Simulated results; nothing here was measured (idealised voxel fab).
Process module heading - voxel gate over fins
Displayed cross-section: cut, width of 300 nm, square cells sized 5 nm.
Throughout this document, each cross-section is represented as a grid of square cells and is presented as a sequence of bands enumerated from the top downward, where a band comprises one or more rows of cells.
The entry gives the band's vertical extent as a top height and a bottom height in nm, then its horizontal make-up as materials from left to right, each with a width in nm. "air" stands for empty space; a single material marked "full width" fills the band edge to edge.
Below 0: as-received wafer, all one material; heights counted from there. Lowest band: no bottom, goes on down, written "top 0, no bottom".
Width: "30 to 40" (first number = top row, second number = bottom row, same change from row to row of cells).
Basically "nothing changed" means that step didn't change any cell in the cross-section.
The list in "Sealed void list" covers empty spaces of 8 cells or more that cannot reach the top through any open way, and it gives each as width x height at distance; the distance is from the left edge, and width, height and distance are in nm.
That trailing text on a step's line, after the settings, is the simulator's own remark on the step.
Each step line may optionally specify "overlay nm", which for a step with a mask gives the rightward distance between the mask's planned place and where it lay, a negative value indicating the leftward direction.

### plan
1. RECEIVE [material Si]
2. CONFORMAL_DEP [material SiN] [thk nm 10]
3. PATTERN [tone cover] [mask id FINS] [material resist] [width nm 15] [pitch nm 40] [thk nm 15] [overlay nm 0]
4. DIRECTIONAL_ETCH [etch materials SiN] [depth nm 10]
5. DIRECTIONAL_ETCH [etch materials Si] [depth nm 30]
6. STRIP [etch materials resist]
7. OXIDIZE [depth nm 5]
8. FILL_DEP [material SiO2] [thk nm 15]
9. CMP [height nm 10]
10. SELECTIVE_ETCH [etch materials SiO2] [depth nm 20]
11. STRIP [etch materials SiN]
12. CONFORMAL_DEP [material HfO2] [thk nm 5]
13. CONFORMAL_DEP [material TiN] [thk nm 5]
14. CONFORMAL_DEP [material TiAl] [thk nm 5]
15. CONFORMAL_DEP [material TiN] [thk nm 5]
16. FILL_DEP [material W] [thk nm 10]
17. CMP [height nm 25]
18. CONFORMAL_DEP [material SiN] [thk nm 10]

### Incoming wafer in cross-section (state: after step 1)
	top 0, no bottom  Si full width
	Sealed void list: none

### End-of-module cross-section of the first of two wafers, processed as planned
	top 35, bottom 25  SiN full width
	top 25, bottom 20  W full width
	top 20, bottom 15  W 105, TiN 85, W 110
	top 15, bottom 10  W 105, TiN 5, TiAl 35, TiN 5, TiAl 35, TiN 5, W 110
	top 10, bottom 5  TiN 110, TiAl 5, TiN 25, TiAl 5, TiN 5, TiAl 5, TiN 25, TiAl 5, TiN 115
	top 5, bottom 0  TiAl 115, TiN 5, HfO2 15, TiN 5, TiAl 15, TiN 5, HfO2 15, TiN 5, TiAl 120
	top 0, bottom -5  TiN 120, HfO2 5, Si 5, HfO2 5, TiN 25, HfO2 5, Si 5, HfO2 5, TiN 125
	top -5, bottom -10  HfO2 125, Si 5, HfO2 35, Si 5, HfO2 130
	top -10, bottom -35  SiO2 125, Si 5, SiO2 35, Si 5, SiO2 130
	top -35, no bottom  Si full width
	Sealed void list: none

### Cross-section at end of module for the second wafer of two, which matched the first in starting point and plan and differed by one mistake in its processing
	top 40, bottom 25  SiN full width
	top 25, bottom 20  W full width
	top 20, bottom 15  W 105, TiN 85, W 110
	top 15, bottom 10  W 105, TiN 5, TiAl 35, TiN 5, TiAl 35, TiN 5, W 110
	top 10, bottom 5  TiN 110, TiAl 5, TiN 25, TiAl 5, TiN 5, TiAl 5, TiN 25, TiAl 5, TiN 115
	top 5, bottom 0  TiAl 115, TiN 5, HfO2 15, TiN 5, TiAl 15, TiN 5, HfO2 15, TiN 5, TiAl 120
	top 0, bottom -5  TiN 120, HfO2 5, Si 5, HfO2 5, TiN 25, HfO2 5, Si 5, HfO2 5, TiN 125
	top -5, bottom -10  HfO2 125, Si 5, HfO2 35, Si 5, HfO2 130
	top -10, bottom -35  SiO2 125, Si 5, SiO2 35, Si 5, SiO2 130
	top -35, no bottom  Si full width
	Sealed void list: none
What was the processing mistake? planned and actual differ for step 18; actual: CONFORMAL_DEP [material SiN] [thk nm 15]
Per the end-of-run cell counts, the second wafer holds more or fewer of some materials than the first: +60 SiN
